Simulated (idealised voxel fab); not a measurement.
Process module heading - voxel gate over fins
The figure presents cross-section cut, which has a width of 270 nm and is divided into square cells with an edge length of 5 nm.
Cross-section, as written here: a square-cell grid given band by band from the top down, where a band holds one or more rows of cells.
This entry defines a band. It first specifies the height of the band's top and the height of its bottom in nm, and then specifies the band's materials from left to right, stating each material with its width in nm. The word "all across" identifies a single material that fills the band from edge to edge, while the word "air" identifies empty space.
All heights in this document are referenced to 0, defined as the level beneath which the wafer, as received, consists entirely of one material. The lowest band is not bounded below; it extends indefinitely downward and is written in the form "0..down".
The two numbers in a width such as "30 to 40" mark its ends across the band: the first belongs to the top row of cells, the second to the bottom row, and from each row to the next the width moves by the same amount.
No cell of the cross-section changed in a step that is given as "remained the same".
"Closed void catalog" enumerates empty spaces isolated from the top, with no open way to it, that contain at least 8 cells, giving each as width x height at distance from the left edge, all three in nm.
Formally, on a step line, whatever follows the settings is a remark that the simulator itself makes on the step.
overlay nm: where the mask lay relative to plan, measured to the right, on steps with a mask; negatives go left.
Listed below are the process steps as planned
1: RECEIVE (material Si)
2: CONFORMAL_DEP (material SiN; thk nm 5)
3: DIRECTIONAL_DEP (material aC; thk nm 10)
4: PATTERN (tone cover; mask id FINS; material resist; width nm 15; pitch nm 50; thk nm 30; overlay nm -15)
5: DIRECTIONAL_ETCH (etch materials aC; depth nm 10)
6: STRIP (etch materials resist)
7: DIRECTIONAL_ETCH (etch materials SiN; depth nm 5)
8: DIRECTIONAL_ETCH (etch materials Si; depth nm 40)
9: STRIP (etch materials aC)
10: FILL_DEP (material SiO2; thk nm 5)
11: CMP (height nm 5)
12: PATTERN (tone open; mask id RAIL; material resist; width nm 15; thk nm 20; overlay nm 0)
13: DIRECTIONAL_ETCH (etch materials SiO2; depth nm 40)
14: STRIP (etch materials resist)
15: CONFORMAL_DEP (material TiN; thk nm 5)
16: FILL_DEP (material W; thk nm 5)
17: CMP (height nm 5)
18: SELECTIVE_ETCH (etch materials W Ru TiN; depth nm 20)
19: FILL_DEP (material SiO2; thk nm 5)
20: CMP (height nm 5)
21: SELECTIVE_ETCH (etch materials SiO2; depth nm 15)
22: STRIP (etch materials SiN)
23: CONFORMAL_DEP (material HfO2; thk nm 5)
24: CONFORMAL_DEP (material TiN; thk nm 5)
25: FILL_DEP (material W; thk nm 10)
26: CMP (height nm 15)
27: CONFORMAL_DEP (material SiCN; thk nm 5)
varied across the wafers: overlay nm of step 4. The plan shows the first wafer's value. All wafers start alike
Received wafers, first of several: cross-section after step 1
> 0..down | Si all across
> Closed void catalog: none
Where each wafer stands at the end of the module, a row apiece: cells of each material gained (+) or lost (-) since it was received, then closed voids
overlay nm -15, +62 HfO2, -384 Si, +54 SiCN, +280 SiO2, +70 TiN, +134 W, Closed void catalog: none
overlay nm -10, +62 HfO2, -384 Si, +54 SiCN, +276 SiO2, +71 TiN, +137 W, Closed void catalog: none
overlay nm -5, +62 HfO2, -384 Si, +54 SiCN, +276 SiO2, +71 TiN, +137 W, Closed void catalog: none
overlay nm 0, +62 HfO2, -384 Si, +54 SiCN, +276 SiO2, +71 TiN, +137 W, Closed void catalog: none
overlay nm 5, +62 HfO2, -384 Si, +54 SiCN, +276 SiO2, +71 TiN, +137 W, Closed void catalog: none
overlay nm 10, +62 HfO2, -384 Si, +54 SiCN, +276 SiO2, +71 TiN, +137 W, Closed void catalog: none
overlay nm 15, +62 HfO2, -384 Si, +54 SiCN, +280 SiO2, +70 TiN, +134 W, Closed void catalog: none
